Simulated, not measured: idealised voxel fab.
process module | voxel ribs on slabs
We display cut, a cross-section 180 nm in width whose square cells are each 5 nm.
Cross-section layout: square cells on a grid; listed as bands, top to bottom; a band spans one or more cell rows.
The entry gives the band's vertical extent as a top height and a bottom height in nm, then its horizontal make-up as materials from left to right, each with a width in nm. "air" stands for empty space; a single material marked "full width" fills the band edge to edge.
Basically, 0 is our baseline, since under it the wafer straight out of the box is all one material. The bottom band has no lower end and keeps on going down, so it looks like "from 0 down".
The notation "30->40" denotes a width that varies across the rows of cells in the band, beginning at the first number in the top row, finishing at the second number in the bottom row, and changing by an identical amount from each row to the next.
Basically "changes: none" means that step didn't change any cell in the cross-section.
"Voids, fully enclosed" - sealed voids, min. 8 cells, no opening to top; format: width x height at distance (distance from left edge; nm throughout).
Text after the settings on a step's line: the simulator's own remark on that step.
Steps that use a mask can have "overlay nm" on their line. It says how far the mask sat to the right of where it was meant to be. Negative means to the left.
# This section lists the process steps that were planned
1. RECEIVE,material Si
2. DIRECTIONAL_DEP,material SiO2,thk nm 30
3. DIRECTIONAL_DEP,material SiN,thk nm 20
4. DIRECTIONAL_DEP,material aC,thk nm 15
5. PATTERN,tone cover,mask id RIB,material resist,width nm 25,thk nm 30,overlay nm 0
6. DIRECTIONAL_ETCH,etch materials aC,depth nm 15
7. STRIP,etch materials resist
8. DIRECTIONAL_ETCH,etch materials SiN,depth nm 10
9. STRIP,etch materials aC
10. DIRECTIONAL_DEP,material aC,thk nm 15
11. PATTERN,tone cover,mask id SLAB,material resist,width nm 75,thk nm 30,overlay nm 0
12. DIRECTIONAL_ETCH,etch materials aC,depth nm 15
13. STRIP,etch materials resist
14. DIRECTIONAL_ETCH,etch materials SiN,depth nm 10
15. STRIP,etch materials aC
16. FILL_DEP,material SiO2,thk nm 25
17. CMP,height nm 65
18. DIRECTIONAL_DEP,material W,thk nm 5
19. PATTERN,tone cover,mask id HEATER,material resist,width nm 35,thk nm 15,overlay nm 0
20. DIRECTIONAL_ETCH,etch materials W,depth nm 5
21. STRIP,etch materials resist
22. CONFORMAL_DEP,material SiO2,thk nm 10
# First wafer out of two, processed as planned
# as received, after step 1
  from 0 down: Si full width
  Voids, fully enclosed: none
# Wafer section view after processing step 2
  from 30 to 0: SiO2 full width
  Everything below 0 is unchanged.
# Wafer section view after processing step 3
  from 50 to 30: SiN full width
  Everything below 30 is unchanged.
# Wafer section view after processing step 4
  from 65 to 50: aC full width
  Everything below 50 is unchanged.
# Wafer section view after processing step 5
  from 95 to 65: air: 75, then resist: 25, then air: 80
  Everything below 65 is unchanged.
# Wafer section view after processing step 6
  from 80 to 65: air: 75, then resist: 25, then air: 80
  from 65 to 50: air: 75, then aC: 25, then air: 80
  Everything below 50 is unchanged.
# Wafer section view after processing step 7
  from 65 to 50: air: 75, then aC: 25, then air: 80
  Everything below 50 is unchanged.
# Wafer section view after processing step 8
  from 65 to 50: air: 75, then aC: 25, then air: 80
  from 50 to 40: air: 75, then SiN: 25, then air: 80
  Everything below 40 is unchanged.
# Wafer section view after processing step 9
  from 50 to 40: air: 75, then SiN: 25, then air: 80
  Everything below 40 is unchanged.
# Wafer section view after processing step 10
  from 65 to 55: air: 75, then aC: 25, then air: 80
  from 55 to 50: aC full width
  from 50 to 40: aC: 75, then SiN: 25, then aC: 80
  Everything below 40 is unchanged.
# Wafer section view after processing step 11
  from 95 to 65: air: 50, then resist: 75, then air: 55
  from 65 to 55: air: 50, then resist: 25, then aC: 25, then resist: 25, then air: 55
  Everything below 55 is unchanged.
# Wafer section view after processing step 12
  from 80 to 65: air: 50, then resist: 75, then air: 55
  from 65 to 55: air: 50, then resist: 25, then aC: 25, then resist: 25, then air: 55
  from 55 to 50: air: 50, then aC: 75, then air: 55
  from 50 to 40: air: 50, then aC: 25, then SiN: 25, then aC: 25, then air: 55
  Everything below 40 is unchanged.
# Wafer section view after processing step 13
  from 65 to 55: air: 75, then aC: 25, then air: 80
  Everything below 55 is unchanged.
# Wafer section view after processing step 14
  from 65 to 55: air: 75, then aC: 25, then air: 80
  from 55 to 50: air: 50, then aC: 75, then air: 55
  from 50 to 40: air: 50, then aC: 25, then SiN: 25, then aC: 25, then air: 55
  from 40 to 30: air: 50, then SiN: 75, then air: 55
  Everything below 30 is unchanged.
# Wafer section view after processing step 15
  from 50 to 40: air: 75, then SiN: 25, then air: 80
  Everything below 40 is unchanged.
# Wafer section view after processing step 16
  from 75 to 50: SiO2 full width
  from 50 to 40: SiO2: 75, then SiN: 25, then SiO2: 80
  from 40 to 30: SiO2: 50, then SiN: 75, then SiO2: 55
  Everything below 30 is unchanged.
# Wafer section view after processing step 17
  from 65 to 50: SiO2 full width
  Everything below 50 is unchanged.
# Wafer section view after processing step 18
  from 70 to 65: W full width
  Everything below 65 is unchanged.
# Wafer section view after processing step 19
  from 85 to 70: air: 70, then resist: 35, then air: 75
  Everything below 70 is unchanged.
# Wafer section view after processing step 20
  from 85 to 70: air: 70, then resist: 35, then air: 75
  from 70 to 65: air: 70, then W: 35, then air: 75
  Everything below 65 is unchanged.
# Wafer section view after processing step 21
  from 70 to 65: air: 70, then W: 35, then air: 75
  Everything below 65 is unchanged.
# Wafer section view after processing step 22
  from 80 to 75: air: 60, then SiO2: 55, then air: 65
  from 75 to 70: SiO2 full width
  from 70 to 65: SiO2: 70, then W: 35, then SiO2: 75
  Everything below 65 is unchanged.
# Here the second wafer is described. Its start and its plan were those of the first wafer. Its run contained one mistake. Up to and including step 17, it did exactly what the first wafer did
# Second wafer, sectioned view, at step 18's planned end time
  from 70 to 50: SiO2 full width
  Everything below 50 is unchanged.
# Second wafer, sectioned view, at step 19's planned end time
  from 85 to 70: air: 70, then resist: 35, then air: 75
  Everything below 70 is unchanged.
Second wafer, sectioned view, at step 20's planned end time: changes: none
# Second wafer, sectioned view, at step 21's planned end time
  from 70 to 50: SiO2 full width
  Everything below 50 is unchanged.
# Second wafer, sectioned view, at step 22's planned end time
  from 80 to 50: SiO2 full width
  Everything below 50 is unchanged.
Plan not followed: step 18 was run on a setting that differed from the plan, and what really ran there is DIRECTIONAL_DEP,material SiO2,thk nm 5
Heads up, by the end the second wafer has more or fewer cells of some materials compared to the first: SiO2: 32 more, W: 7 fewer
